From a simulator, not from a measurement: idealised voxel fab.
The process module that follows is named voxel trench capacitor.
Shown is cross-section cut, with a width of 255 nm and square cells of size 5 nm.
For the purposes of this document, a cross-section shall be understood as a grid of square cells, specified as bands listed in top-to-bottom order, each band consisting of one or more rows of cells.
Basically the band line says how high the top is and how high the bottom is, in nm, and then what's in it from left to right, every material with its width in nm. Empty space shows up as "blank", and if a single material carries "all across" it runs the full band edge to edge.
It should be noted that heights are counted from 0, beneath which the wafer as supplied is of one material throughout, and that the lowest band possesses no lower boundary but continues downward, as written in "0 and below".
Note: "30..40" means the width goes from the first number (top row of the band) to the second number (bottom row) in equal steps per row of cells.
A step reported as "remained unchanged" is a step in which no cell of the cross-section changed.
"Closed void table" enumerates empty spaces isolated from the top, with no open way to it, that contain at least 8 cells, giving each as width x height at distance from the left edge, all three in nm.
What comes after the settings on a step's line is commentary from the simulator itself on that step.
Steps that use a mask can have "overlay nm" on their line. It says how far the mask sat to the right of where it was meant to be. Negative means to the left.

## This section lists the process steps that were planned
- 1: RECEIVE: material Si
- 2: CONFORMAL_DEP: material SiN, thk nm 5
- 3: DIRECTIONAL_DEP: material aC, thk nm 15
- 4: PATTERN: tone open, mask id TRENCH, material resist, width nm 20, pitch nm 45, thk nm 30, overlay nm 0
- 5: DIRECTIONAL_ETCH: etch materials aC, depth nm 15
- 6: STRIP: etch materials resist
- 7: DIRECTIONAL_ETCH: etch materials SiN, depth nm 5
- 8: DIRECTIONAL_ETCH: etch materials Si, depth nm 30
- 9: STRIP: etch materials aC
- 10: CONFORMAL_DEP: material Al2O3, thk nm 5
- 11: FILL_DEP: material polySi, thk nm 5
- 12: CMP: height nm 5

## Here's what the wafer looked like in cross-section when it arrived - that's after step 1
* 0 and below  Si all across
* Closed void table: none

## What the wafer looks like in cross-section after this module, when it starts as shown above and follows the plan above but one mistake is made in running it
* 5 down to 0  90 of polySi  5 of Al2O3  20 of SiN  5 of Al2O3  15 of polySi  5 of Al2O3  20 of SiN  5 of Al2O3  90 of polySi
* 0 down to -25  90 of polySi  5 of Al2O3  20 of Si  5 of Al2O3  15 of polySi  5 of Al2O3  20 of Si  5 of Al2O3  90 of polySi
* -25 down to -30  95 of Al2O3  20 of Si  25 of Al2O3  20 of Si  95 of Al2O3
* -30 and below  Si all across
* Closed void table: none
Deviation noted in wafer processing: step 4, actual vs plan mismatch, actual run PATTERN: tone cover, mask id TRENCH, material resist, width nm 20, pitch nm 45, thk nm 30, overlay nm 0
